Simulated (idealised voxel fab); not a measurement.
voxel air gaps: a process module
cross-section cut | 240 nm wide | cells 5 nm
Notation: cross-section as square-cell grid; stated in bands, top first, going down; one or more cell rows per band.
Basically the band line says how high the top is and how high the bottom is, in nm, and then what's in it from left to right, every material with its width in nm. Empty space shows up as "blank", and if a single material carries "edge to edge" it runs the full band edge to edge.
Heights are measured from 0, the level below which the as-received wafer is all one material; the lowest band has no bottom and continues downward, written as in "0..down".
Read "30..40" as a graded width: first number on top, second number at the bottom, same change between each pair of neighbouring rows.
It should be understood that the words "no modifications", when stated for a given step, signify that the cross-section underwent no change in any of its cells during that step.
"Trapped cavities" enumerates empty spaces isolated from the top, with no open way to it, that contain at least 8 cells, giving each as width x height at distance from the left edge, all three in nm.
Note: text after step settings on the step line = simulator remark on that step.
On any step carrying a mask, the "overlay nm" setting, if present on the step's line, tells how far right of its planned place the mask lay; negative values point to the left.

These are the steps we planned for the process:
| 1 | op RECEIVE | material Si |
| 2 | op CONFORMAL_DEP | material SiO2 | thk nm 15 |
| 3 | op CONFORMAL_DEP | material SiN | thk nm 5 |
| 4 | op DIRECTIONAL_DEP | material SiO2 | thk nm 35 |
| 5 | op DIRECTIONAL_DEP | material aC | thk nm 15 |
| 6 | op PATTERN | tone open | mask id LINES | material resist | width nm 20 | pitch nm 45 | thk nm 35 | overlay nm 0 |
| 7 | op DIRECTIONAL_ETCH | etch materials aC | depth nm 15 |
| 8 | op STRIP | etch materials resist |
| 9 | op DIRECTIONAL_ETCH | etch materials SiO2 | depth nm 35 |
| 10 | op STRIP | etch materials aC |
| 11 | op CONFORMAL_DEP | material TiN | thk nm 5 |
| 12 | op FILL_DEP | material Cu | thk nm 5 |
| 13 | op CMP | height nm 55 |
| 14 | op EPI | material Ru | thk nm 10 |
| 15 | op SELECTIVE_ETCH | etch materials SiO2 | depth nm 45 |
| 16 | op CONFORMAL_DEP | material SiCN | thk nm 5 |

Cross-section of the wafer upon arrival, representing the state reached after step 1:
* 0..down: Si edge to edge
* Trapped cavities: none

Post-module cross-section: identical start and plan to those above, one misstep in execution:
* 70..65: 20 of blank, then 195 of SiCN, then 25 of blank
* 65..55: 20 of blank, then 5 of SiCN, then 185 of Ru, then 5 of SiCN, then 25 of blank
* 55..50: 20 of blank, then 15 of SiCN, then 5 of TiN, then 20 of Cu, then 5 of TiN, then 15 of SiO2, then 5 of TiN, then 20 of Cu, then 5 of TiN, then 15 of SiO2, then 5 of TiN, then 20 of Cu, then 5 of TiN, then 15 of SiO2, then 5 of TiN, then 20 of Cu, then 5 of TiN, then 15 of SiCN, then 25 of blank
* 50..25: 30 of blank, then 5 of SiCN, then 5 of TiN, then 20 of Cu, then 5 of TiN, then 15 of SiO2, then 5 of TiN, then 20 of Cu, then 5 of TiN, then 15 of SiO2, then 5 of TiN, then 20 of Cu, then 5 of TiN, then 15 of SiO2, then 5 of TiN, then 20 of Cu, then 5 of TiN, then 5 of SiCN, then 35 of blank
* 25..20: 35 of SiCN, then 30 of TiN, then 15 of SiO2, then 30 of TiN, then 15 of SiO2, then 30 of TiN, then 15 of SiO2, then 30 of TiN, then 40 of SiCN
* 20..15: SiN edge to edge
* 15..0: SiO2 edge to edge
* 0..down: Si edge to edge
* Trapped cavities: none
Finding, execution versus plan: not per plan at step 6, really ran op PATTERN | tone open | mask id LINES | material resist | width nm 30 | pitch nm 45 | thk nm 35 | overlay nm 0
